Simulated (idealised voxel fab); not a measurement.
The process module presented herein is designated voxel ribs on slabs.
cross-section cut | 265 nm wide | cells 5 nm
Cross-section spec: square-cell grid; bands listed top down; each band is one or more rows.
In this notation a band is specified by the heights of its top and bottom, in that order and in nm, after which its materials appear from left to right, each paired with its width in nm. The word "everywhere" attached to a single material means that material fills the band from edge to edge; the word "empty" stands for empty space.
Zero point of the height axis is 0; under it, received wafer = one material. Lowest band: continues down indefinitely, "top 0, no bottom".
The expression "30..40" gives the width at the extremes of the band, the first number at its top row of cells and the second at its bottom row, with the width changing by equal amounts from each row to the next in between.
Given "all unchanged" for a step, no cell of the cross-section differs between before and after that step.
Each empty space that has no open way to the top and spans at least 8 cells appears under "Enclosed cavities" as width x height at distance, the distance counted from the left edge, all in nm.
On each step's line, the part that comes after the settings is the simulator's own comment on the step.
The "overlay nm" setting may appear on a step's line; for a step that uses a mask, it gives how far to the right of its planned position the mask lay, and a negative value indicates the left.

-- So here's the lineup of process steps we planned
1,RECEIVE | material Si
2,DIRECTIONAL_DEP | material SiO2 | thk nm 25
3,DIRECTIONAL_DEP | material polySi | thk nm 15
4,DIRECTIONAL_DEP | material aC | thk nm 15
5,PATTERN | tone cover | mask id RIB | material resist | width nm 20 | thk nm 30 | overlay nm 0
6,DIRECTIONAL_ETCH | etch materials aC | depth nm 15
7,STRIP | etch materials resist
8,DIRECTIONAL_ETCH | etch materials polySi | depth nm 5
9,STRIP | etch materials aC
10,DIRECTIONAL_DEP | material aC | thk nm 10
11,PATTERN | tone cover | mask id SLAB | material resist | width nm 50 | thk nm 25 | overlay nm 0
12,DIRECTIONAL_ETCH | etch materials aC | depth nm 10
13,STRIP | etch materials resist
14,DIRECTIONAL_ETCH | etch materials polySi | depth nm 10
15,STRIP | etch materials aC
16,FILL_DEP | material SiO2 | thk nm 30
17,CMP | height nm 60
18,DIRECTIONAL_DEP | material W | thk nm 10
19,MASKED_ETCH | tone cover | mask id HEATER | width nm 30 | etch materials W | depth nm 10 | overlay nm 0
20,CONFORMAL_DEP | material SiO2 | thk nm 10

-- Here's what the wafer looked like in cross-section when it arrived - that's after step 1
    top 0, no bottom | Si everywhere
    Enclosed cavities: none

-- First of two wafers: cross-section at end of module, run per plan
    top 80, bottom 70 | empty 105, SiO2 50, empty 110
    top 70, bottom 60 | SiO2 115, W 30, SiO2 120
    top 60, bottom 40 | SiO2 everywhere
    top 40, bottom 35 | SiO2 120, polySi 20, SiO2 125
    top 35, bottom 25 | SiO2 105, polySi 50, SiO2 110
    top 25, bottom 0 | SiO2 everywhere
    top 0, no bottom | Si everywhere
    Enclosed cavities: none

-- Wafer two cross-section, module end. Start and plan unchanged from wafer one; one mistake made during the run
    top 80, bottom 70 | empty 105, SiO2 50, empty 110
    top 70, bottom 60 | SiO2 115, W 30, SiO2 120
    top 60, bottom 40 | SiO2 everywhere
    top 40, bottom 35 | SiO2 110, polySi 20, SiO2 135
    top 35, bottom 25 | SiO2 105, polySi 50, SiO2 110
    top 25, bottom 0 | SiO2 everywhere
    top 0, no bottom | Si everywhere
    Enclosed cavities: none
Here's what went sideways: step 5 off recipe, ran as PATTERN | tone cover | mask id RIB | material resist | width nm 20 | thk nm 30 | overlay nm -10
Upon completion, the cell count for each material on the second wafer equals that on the first, whereas the spatial distribution of those cells differs.
